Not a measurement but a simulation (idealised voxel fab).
process module | voxel tone inversion
Displayed cross-section: cut, width of 175 nm, square cells sized 5 nm.
In this document a cross-section is written as a grid of square cells. It is given as a series of bands, listed from the top down, and a band is one or more rows of cells. The band entry comprises the height of the band's top followed by the height of its bottom, expressed in nm, and subsequently the band's materials from left to right, each stated together with its width in nm. Where a single material is marked with the word "throughout", that material fills the band from edge to edge. The word "blank" represents empty space. Heights are expressed relative to 0, this being the level below which the as-received wafer comprises one material exclusively. The lowest band is unbounded in the downward direction and is denoted as in "0..down". A width given as "30->40" starts at the first number in the band's top row and ends at the second number in its bottom row, shifting by an equal amount at every step from row to row. Step marked "no modifications"? Then no cell in the cross-section changed in it. "Sealed void inventory": sealed empty spaces, 8 cells or more, no open way to top, listed width x height at distance, with distance from the left edge and width, height and distance in nm. On each step's line, the part that comes after the settings is the simulator's own comment on the step. If you see "overlay nm" on a step's line and that step has a mask, it's telling you how far right of where it was planned the mask ended up; a negative number means it went left instead.

INTENDED PROCESS STEPS
1 RECEIVE (material Si)
2 CONFORMAL_DEP (material SiCN; thk nm 10)
3 DIRECTIONAL_DEP (material polySi; thk nm 25)
4 PATTERN (tone cover; mask id POSTS; material resist; width nm 25; pitch nm 45; thk nm 30; overlay nm 0)
5 DIRECTIONAL_ETCH (etch materials polySi; depth nm 25)
6 STRIP (etch materials resist)
7 FILL_DEP (material lowk; thk nm 5)
8 CMP (height nm 35)
9 STRIP (etch materials polySi)

ON THE FIRST OF THE TWO WAFERS: RUN CONDUCTED ACCORDING TO PLAN

AS RECEIVED, AFTER STEP 1
- 0..down  Si throughout
- Sealed void inventory: none

WAFER SECTION VIEW AFTER PROCESSING STEP 2
- 10..0  SiCN throughout
- Under 0: no change, same as before.

WAFER SECTION VIEW AFTER PROCESSING STEP 3
- 35..10  polySi throughout
- Under 10: no change, same as before.

WAFER SECTION VIEW AFTER PROCESSING STEP 4
- 65..35  blank (30), then resist (25), then blank (20), then resist (25), then blank (20), then resist (25), then blank (30)
- Under 35: no change, same as before.

WAFER SECTION VIEW AFTER PROCESSING STEP 5
- 65..35  blank (30), then resist (25), then blank (20), then resist (25), then blank (20), then resist (25), then blank (30)
- 35..10  blank (30), then polySi (25), then blank (20), then polySi (25), then blank (20), then polySi (25), then blank (30)
- Under 10: no change, same as before.

WAFER SECTION VIEW AFTER PROCESSING STEP 6
- 35..10  blank (30), then polySi (25), then blank (20), then polySi (25), then blank (20), then polySi (25), then blank (30)
- Under 10: no change, same as before.

WAFER SECTION VIEW AFTER PROCESSING STEP 7
- 40..35  lowk throughout
- 35..10  lowk (30), then polySi (25), then lowk (20), then polySi (25), then lowk (20), then polySi (25), then lowk (30)
- Under 10: no change, same as before.

WAFER SECTION VIEW AFTER PROCESSING STEP 8
- 35..10  lowk (30), then polySi (25), then lowk (20), then polySi (25), then lowk (20), then polySi (25), then lowk (30)
- Under 10: no change, same as before.

WAFER SECTION VIEW AFTER PROCESSING STEP 9
- 35..10  lowk (30), then blank (25), then lowk (20), then blank (25), then lowk (20), then blank (25), then lowk (30)
- Under 10: no change, same as before.

COMPANION WAFER, THE SECOND OF TWO: SAME BEGINNING, SAME INTENDED SEQUENCE, ONE MISTAKE IN CARRYING IT OUT; THROUGH STEP 3 INCLUSIVE IT TRACKS THE FIRST EXACTLY

CROSS-SECTION: SECOND WAFER, TIME AT WHICH STEP 4 WAS SCHEDULED TO END
- 65..35  blank (20), then resist (25), then blank (20), then resist (25), then blank (20), then resist (25), then blank (40)
- Under 35: no change, same as before.

CROSS-SECTION: SECOND WAFER, TIME AT WHICH STEP 5 WAS SCHEDULED TO END
- 65..35  blank (20), then resist (25), then blank (20), then resist (25), then blank (20), then resist (25), then blank (40)
- 35..10  blank (20), then polySi (25), then blank (20), then polySi (25), then blank (20), then polySi (25), then blank (40)
- Under 10: no change, same as before.

CROSS-SECTION: SECOND WAFER, TIME AT WHICH STEP 6 WAS SCHEDULED TO END
- 35..10  blank (20), then polySi (25), then blank (20), then polySi (25), then blank (20), then polySi (25), then blank (40)
- Under 10: no change, same as before.

CROSS-SECTION: SECOND WAFER, TIME AT WHICH STEP 7 WAS SCHEDULED TO END
- 40..35  lowk throughout
- 35..10  lowk (20), then polySi (25), then lowk (20), then polySi (25), then lowk (20), then polySi (25), then lowk (40)
- Under 10: no change, same as before.

CROSS-SECTION: SECOND WAFER, TIME AT WHICH STEP 8 WAS SCHEDULED TO END
- 35..10  lowk (20), then polySi (25), then lowk (20), then polySi (25), then lowk (20), then polySi (25), then lowk (40)
- Under 10: no change, same as before.

CROSS-SECTION: SECOND WAFER, TIME AT WHICH STEP 9 WAS SCHEDULED TO END
- 35..10  lowk (20), then blank (25), then lowk (20), then blank (25), then lowk (20), then blank (25), then lowk (40)
- Under 10: no change, same as before.
What was done differently from what was planned? planned and actual differ for step 4; actual: PATTERN (tone cover; mask id POSTS; material resist; width nm 25; pitch nm 45; thk nm 30; overlay nm -10)
Same inventory, different map: at the end, the second wafer holds as many cells of each material as the first, placed elsewhere.
